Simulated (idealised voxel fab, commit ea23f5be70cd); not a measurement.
process module | voxel capacitor over wiring
cross-section cut | 235 nm wide | cells 5 nm
A cross-section is a grid of square cells, given in bands from the top down. A band is one or more rows of cells.
Each band's line starts with the height of the band's top and of its bottom, in nm. Then come its materials from left to right, each with its width in nm. One material with "throughout" fills the band from edge to edge. "air" is empty space.
Height 0 is the level under which the wafer as received is all one material. The lowest band goes on downwards, as in "0 down".
A width such as "30 to 40" changes by the same amount from each row of cells to the next, from the band's top row to its bottom row.
"no change" after a step means that no cell of the cross-section changed.
closed voids: empty space of 8 cells or more with no open way to the top, each as width x height at its distance from the left edge, in nm
after a step's settings: what the simulator itself notes on the step
overlay nm, on a step with a mask: how far to the right of its planned place the mask lay; to the left if negative
plan
1 op RECEIVE | material Si
2 op CONFORMAL_DEP | material SiO2 | thk nm 10
3 op DIRECTIONAL_DEP | material TiN | thk nm 5
4 op DIRECTIONAL_DEP | material Ru | thk nm 25
5 op DIRECTIONAL_DEP | material aC | thk nm 10
6 op PATTERN | tone cover | mask id METAL_1 | material resist | width nm 30 | pitch nm 80 | thk nm 25 | overlay nm 0
7 op DIRECTIONAL_ETCH | etch materials aC | depth nm 10
8 op STRIP | etch materials resist
9 op DIRECTIONAL_ETCH | etch materials Ru | depth nm 25
10 op DIRECTIONAL_ETCH | etch materials TiN | depth nm 5
11 op STRIP | etch materials aC
12 op CONFORMAL_DEP | material SiCN | thk nm 5
13 op FILL_DEP | material lowk | thk nm 10
14 op CMP | height nm 40
15 op CONFORMAL_DEP | material SiCN | thk nm 5
16 op DIRECTIONAL_DEP | material lowk | thk nm 10
17 op MASKED_ETCH | tone open | mask id PLUG_1 | width nm 15 | etch materials lowk | depth nm 10 | overlay nm 0
18 op MASKED_ETCH | tone open | mask id PLUG_1 | width nm 15 | etch materials SiCN | depth nm 5 | overlay nm 0
19 op CONFORMAL_DEP | material TiN | thk nm 5
20 op FILL_DEP | material Cu | thk nm 10
21 op CMP | height nm 55
22 op DIRECTIONAL_DEP | material TiN | thk nm 10
23 op DIRECTIONAL_DEP | material Al2O3 | thk nm 5
24 op DIRECTIONAL_DEP | material TiN | thk nm 5
25 op PATTERN | tone cover | mask id UPPER_PLATE | material resist | width nm 55 | thk nm 15 | overlay nm 0
26 op DIRECTIONAL_ETCH | etch materials TiN | depth nm 5
27 op DIRECTIONAL_ETCH | etch materials Al2O3 | depth nm 5
28 op STRIP | etch materials resist
29 op MASKED_ETCH | tone cover | mask id LOWER_PLATE | width nm 65 | etch materials TiN | depth nm 10 | overlay nm 0
30 op FILL_DEP | material SiO2 | thk nm 15
31 op CMP | height nm 85
32 op PATTERN | tone open | mask id PLUG_2 | material resist | width nm 15 | thk nm 20 | overlay nm 0
33 op DIRECTIONAL_ETCH | etch materials SiO2 | depth nm 10
34 op STRIP | etch materials resist
35 op CONFORMAL_DEP | material TiN | thk nm 5
36 op FILL_DEP | material Cu | thk nm 10
37 op CMP | height nm 85
38 op CONFORMAL_DEP | material SiN | thk nm 5
as received, after step 1
  0 down: Si throughout
  closed voids: none
first wafer at the end, as planned
  90 to 85: SiN throughout
  85 to 80: SiO2 85 | TiN 5 | Cu 5 | TiN 5 | SiO2 135
  80 to 70: SiO2 85 to 75 | TiN 15 to 55 | SiO2 135 to 105
  70 to 65: SiO2 75 | Al2O3 55 | SiO2 105
  65 to 55: SiO2 70 | TiN 65 | SiO2 100
  55 to 45: lowk 75 | TiN 5 | Cu 5 | TiN 5 | lowk 145
  45 to 40: SiCN 75 | TiN 15 | SiCN 145
  40 to 15: lowk 55 | SiCN 5 | Ru 30 | SiCN 5 | lowk 40 | SiCN 5 | Ru 30 | SiCN 5 | lowk 60
  15 to 10: SiCN 60 | TiN 30 | SiCN 50 | TiN 30 | SiCN 65
  10 to 0: SiO2 throughout
  0 down: Si throughout
  closed voids: none
second wafer at the end: like start, like plan, one mistake
  90 to 85: SiN throughout
  85 to 80: SiO2 85 | TiN 5 | Cu 5 | TiN 5 | SiO2 135
  80 to 70: SiO2 85 to 75 | TiN 15 to 55 | SiO2 135 to 105
  70 to 65: SiO2 75 | Al2O3 55 | SiO2 105
  65 to 55: SiO2 70 | TiN 65 | SiO2 100
  55 to 45: lowk 75 | TiN 5 | Cu 5 | TiN 5 | lowk 145
  45 to 40: SiCN 75 | TiN 15 | SiCN 145
  40 to 35: lowk throughout
  35 to 30: lowk 55 | SiCN 40 | lowk 40 | SiCN 40 | lowk 60
  30 to 15: lowk 55 | SiCN 5 | Ru 30 | SiCN 5 | lowk 40 | SiCN 5 | Ru 30 | SiCN 5 | lowk 60
  15 to 10: SiCN 60 | TiN 30 | SiCN 50 | TiN 30 | SiCN 65
  10 to 0: SiO2 throughout
  0 down: Si throughout
  closed voids: none
what went wrong: step 4 ran as: op DIRECTIONAL_DEP | material Ru | thk nm 15
at the end the second wafer has, in cells: 24 fewer of Ru | 8 more of SiCN | 16 more of lowk
